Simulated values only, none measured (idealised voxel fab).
Name of the process module below: voxel transistor to metal
Xsec cut, 205 nm wide, square cell size 5 nm.
Heads up, the way a cross-section reads in here is a grid of square cells, handed over as bands from the top down, with every band being one or more rows of cells.
In this notation a band is specified by the heights of its top and bottom, in that order and in nm, after which its materials appear from left to right, each paired with its width in nm. The word "full width" attached to a single material means that material fills the band from edge to edge; the word "air" stands for empty space.
Heights are expressed relative to 0, this being the level below which the as-received wafer comprises one material exclusively. The lowest band is unbounded in the downward direction and is denoted as in "0..down".
Per-row width for "30->40": begins at first number (top row of band), ends at second number (bottom row), increment between rows held constant.
For the purposes of this document, the phrase "nothing altered" attached to a step denotes that no cell within the cross-section was modified by that step.
The list in "Voids, sealed" covers empty spaces of 8 cells or more that cannot reach the top through any open way, and it gives each as width x height at distance; the distance is from the left edge, and width, height and distance are in nm.
Where a step's line continues beyond its settings, the continuation is a remark by the simulator itself on that step.
A step line may carry the setting "overlay nm", which, for steps involving a mask, states the distance by which the mask lay to the right of its intended position; negative values denote displacement to the left.

Process steps (planned)
1) RECEIVE with material Si
2) OXIDIZE with depth nm 5
3) CONFORMAL_DEP with material SiN, thk nm 15
4) MASKED_ETCH with tone cover, mask id ACTIVE, width nm 110, etch materials SiN, depth nm 15, overlay nm 0
5) MASKED_ETCH with tone cover, mask id ACTIVE, width nm 110, etch materials SiO2, depth nm 5, overlay nm 0
6) MASKED_ETCH with tone cover, mask id ACTIVE, width nm 110, etch materials Si, depth nm 25, overlay nm 0
7) FILL_DEP with material SiO2, thk nm 10
8) CMP with height nm 15
9) SELECTIVE_ETCH with etch materials SiO2, depth nm 5
10) STRIP with etch materials SiN
11) SELECTIVE_ETCH with etch materials SiO2, depth nm 5
12) OXIDIZE with depth nm 5
13) DIRECTIONAL_DEP with material polySi, thk nm 25
14) DIRECTIONAL_DEP with material SiCN, thk nm 10
15) PATTERN with tone cover, mask id GATE, material resist, width nm 30, thk nm 20, overlay nm 0
16) DIRECTIONAL_ETCH with etch materials SiCN, depth nm 20
17) DIRECTIONAL_ETCH with etch materials polySi, depth nm 35
18) STRIP with etch materials resist
19) CONFORMAL_DEP with material SiO2, thk nm 5
20) DIRECTIONAL_ETCH with etch materials SiO2, depth nm 5
21) CONFORMAL_DEP with material SiN, thk nm 10
22) DIRECTIONAL_ETCH with etch materials SiN, depth nm 10
23) DIRECTIONAL_ETCH with etch materials SiO2, depth nm 5
24) DIRECTIONAL_ETCH with etch materials Si, depth nm 5
25) EPI with material nSi, thk nm 5
26) FILL_DEP with material SiO2, thk nm 5
27) CMP with height nm 20
28) STRIP with etch materials polySi
29) SELECTIVE_ETCH with etch materials SiO2, depth nm 5
30) CONFORMAL_DEP with material HfO2, thk nm 5
31) CONFORMAL_DEP with material TiN, thk nm 5
32) FILL_DEP with material W, thk nm 5
33) CMP with height nm 15
34) DIRECTIONAL_DEP with material SiO2, thk nm 15
35) MASKED_ETCH with tone open, mask id CONTACT, width nm 20, pitch nm 80, etch materials SiO2, depth nm 40, overlay nm 0
36) CONFORMAL_DEP with material TiN, thk nm 5
37) FILL_DEP with material W, thk nm 5
38) CMP with height nm 30
39) DIRECTIONAL_DEP with material TiN, thk nm 5
40) DIRECTIONAL_DEP with material Ru, thk nm 15
41) PATTERN with tone cover, mask id METAL_1, material resist, width nm 20, pitch nm 80, thk nm 15, overlay nm 0
42) DIRECTIONAL_ETCH with etch materials Ru, depth nm 15
43) DIRECTIONAL_ETCH with etch materials TiN, depth nm 5
44) STRIP with etch materials resist
45) CONFORMAL_DEP with material SiCN, thk nm 5
46) FILL_DEP with material SiO2, thk nm 10
47) CMP with height nm 50
48) CONFORMAL_DEP with material SiN, thk nm 5

Cross-section, incoming material, after step 1
0..down | Si full width
Voids, sealed: none

First of two wafers, end-of-module section, run followed plan
55..50 | SiN full width
50..35 | SiO2: 45 | SiCN: 5 | Ru: 20 | SiCN: 5 | SiO2: 50 | SiCN: 5 | Ru: 20 | SiCN: 5 | SiO2: 50
35..30 | SiCN: 50 | TiN: 20 | SiCN: 60 | TiN: 20 | SiCN: 55
30..15 | SiO2: 50 | TiN: 5 | W: 10 | TiN: 5 | SiO2: 60 | TiN: 5 | W: 10 | TiN: 5 | SiO2: 55
15..5 | SiO2: 50 | TiN: 5->10 | W: 10->5 | TiN: 5 | SiN: 10 | HfO2: 5 | TiN: 5 | W: 20 | TiN: 5 | HfO2: 5 | SiN: 10 | TiN: 5 | W: 10->5 | TiN: 5->10 | SiO2: 55
5..0 | SiO2: 45 | SiN: 10 | TiN: 5 | W: 5 | TiN: 5 | SiN: 10 | HfO2: 5 | TiN: 5 | W: 20 | TiN: 5 | HfO2: 5 | SiN: 10 | TiN: 5 | W: 5 | TiN: 5 | SiN: 10 | SiO2: 50
0..-5 | SiO2: 45 | SiN: 10 | TiN: 15 | SiN: 10 | HfO2: 5 | TiN: 30 | HfO2: 5 | SiN: 10 | TiN: 15 | SiN: 10 | SiO2: 50
-5..-10 | SiO2: 55 | nSi: 5 | TiN: 5 | nSi: 5 | SiO2: 10 | HfO2: 40 | SiO2: 10 | nSi: 5 | TiN: 5 | nSi: 5 | SiO2: 60
-10..-15 | SiO2: 45 | Si: 10 | nSi: 15 | Si: 60 | nSi: 15 | Si: 10 | SiO2: 50
-15..-30 | SiO2: 45 | Si: 110 | SiO2: 50
-30..down | Si full width
Voids, sealed: none

End of module, second wafer, cross-section. Started like the first, planned like the first, run with one mistake
55..50 | SiN full width
50..35 | SiO2: 45 | SiCN: 5 | Ru: 20 | SiCN: 5 | SiO2: 50 | SiCN: 5 | Ru: 20 | SiCN: 5 | SiO2: 50
35..30 | SiCN: 50 | TiN: 20 | SiCN: 60 | TiN: 20 | SiCN: 55
30..25 | SiO2: 50 | TiN: 20 | SiO2: 60 | TiN: 20 | SiO2: 55
25..20 | TiN: 65 | HfO2: 20 | TiN: 5 | W: 20 | TiN: 5 | HfO2: 20 | TiN: 70
20..15 | HfO2: 70 | SiN: 10 | HfO2: 5 | TiN: 5 | W: 20 | TiN: 5 | HfO2: 5 | SiN: 10 | HfO2: 75
15..5 | SiO2: 70 | SiN: 10 | HfO2: 5 | TiN: 5 | W: 20 | TiN: 5 | HfO2: 5 | SiN: 10 | SiO2: 75
5..0 | SiO2: 45 | SiN: 10 | SiO2: 15 | SiN: 10 | HfO2: 5 | TiN: 5 | W: 20 | TiN: 5 | HfO2: 5 | SiN: 10 | SiO2: 15 | SiN: 10 | SiO2: 50
0..-5 | SiO2: 45 | SiN: 10 | SiO2: 15 | SiN: 10 | HfO2: 5 | TiN: 30 | HfO2: 5 | SiN: 10 | SiO2: 15 | SiN: 10 | SiO2: 50
-5..-10 | SiO2: 55 | nSi: 5 | SiO2: 5 | nSi: 5 | SiO2: 10 | HfO2: 40 | SiO2: 10 | nSi: 5 | SiO2: 5 | nSi: 5 | SiO2: 60
-10..-15 | SiO2: 45 | Si: 10 | nSi: 15 | Si: 60 | nSi: 15 | Si: 10 | SiO2: 50
-15..-30 | SiO2: 45 | Si: 110 | SiO2: 50
-30..down | Si full width
Voids, sealed: none
Where did the run depart from the plan? step 33 ran as: CMP with height nm 25
It is noted that, at the conclusion of processing, the second wafer exhibits a higher or lower cell count for certain materials relative to the first: +39 HfO2; +4 SiN; -36 SiO2; +5 TiN; -12 W
